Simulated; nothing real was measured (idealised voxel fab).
The name of this process module is voxel self aligned vias.
The width of the displayed cross-section, cut, is 255 nm; its cells are square, with a size of 5 nm.
Notation: cross-section as square-cell grid; stated in bands, top first, going down; one or more cell rows per band. The band entry comprises the height of the band's top followed by the height of its bottom, expressed in nm, and subsequently the band's materials from left to right, each stated together with its width in nm. Where a single material is marked with the word "full width", that material fills the band from edge to edge. The word "blank" represents empty space. Where do heights start? At 0: under that level the wafer as delivered is made of one material only. And the lowest band has no floor; it just carries on downward, as in "0 and below". The width entry "30 to 40" should be interpreted row by row: the top row of cells in the band takes the first number, the bottom row takes the second number, and the change between adjacent rows is uniform throughout. Where a step carries "no modifications", the cross-section came out of it unchanged, cell for cell. In "Closed void listing" the enclosed voids are listed, meaning empty spaces of 8 cells or larger without any opening to the top. The form is width x height at distance, distance from the left edge, units nm. On each step's line, the part that comes after the settings is the simulator's own comment on the step. overlay nm: where the mask lay relative to plan, measured to the right, on steps with a mask; negatives go left.

[Here's what the planned process steps look like]
1,RECEIVE with material Si
2,CONFORMAL_DEP with material SiO2, thk nm 10
3,CONFORMAL_DEP with material SiCN, thk nm 5
4,DIRECTIONAL_DEP with material lowk, thk nm 20
5,MASKED_ETCH with tone open, mask id LINES, width nm 20, pitch nm 55, etch materials lowk, depth nm 20, overlay nm 0
6,CONFORMAL_DEP with material TiN, thk nm 5
7,FILL_DEP with material W, thk nm 5
8,CMP with height nm 35
9,SELECTIVE_ETCH with etch materials W Ru TiN, depth nm 5
10,FILL_DEP with material SiN, thk nm 10
11,CMP with height nm 35
12,DIRECTIONAL_DEP with material lowk, thk nm 20
13,PATTERN with tone open, mask id VIAS, material resist, width nm 40, pitch nm 55, thk nm 20, overlay nm 0
14,DIRECTIONAL_ETCH with etch materials lowk, depth nm 20
15,DIRECTIONAL_ETCH with etch materials SiN, depth nm 5
16,STRIP with etch materials resist
17,CONFORMAL_DEP with material TiN, thk nm 5
18,FILL_DEP with material Ru, thk nm 10
19,CMP with height nm 55
20,CONFORMAL_DEP with material SiCN, thk nm 5

[Cross-section, incoming material, after step 1]
	0 and below  Si full width
	Closed void listing: none

[One mistake in running the module, otherwise start and plan as above: cross-section at the end]
	60 down to 55  SiCN full width
	55 down to 40  lowk 50; TiN 5; Ru 30; TiN 5; lowk 15; TiN 5; Ru 30; TiN 5; lowk 15; TiN 5; Ru 30; TiN 5; lowk 55
	40 down to 35  lowk 50; TiN 25; Ru 10; TiN 5; lowk 15; TiN 25; Ru 10; TiN 5; lowk 15; TiN 25; Ru 10; TiN 5; lowk 55
	35 down to 30  lowk 70; TiN 20; lowk 35; TiN 20; lowk 35; TiN 20; lowk 55
	30 down to 20  lowk 70; TiN 5; W 10; TiN 5; lowk 35; TiN 5; W 10; TiN 5; lowk 35; TiN 5; W 10; TiN 5; lowk 55
	20 down to 15  lowk 70; TiN 20; lowk 35; TiN 20; lowk 35; TiN 20; lowk 55
	15 down to 10  SiCN full width
	10 down to 0  SiO2 full width
	0 and below  Si full width
	Closed void listing: none
Want to know what went wrong? step 5 ran with different settings than intended, the actual operation and settings being MASKED_ETCH with tone open, mask id LINES, width nm 20, pitch nm 55, etch materials lowk, depth nm 20, overlay nm 10
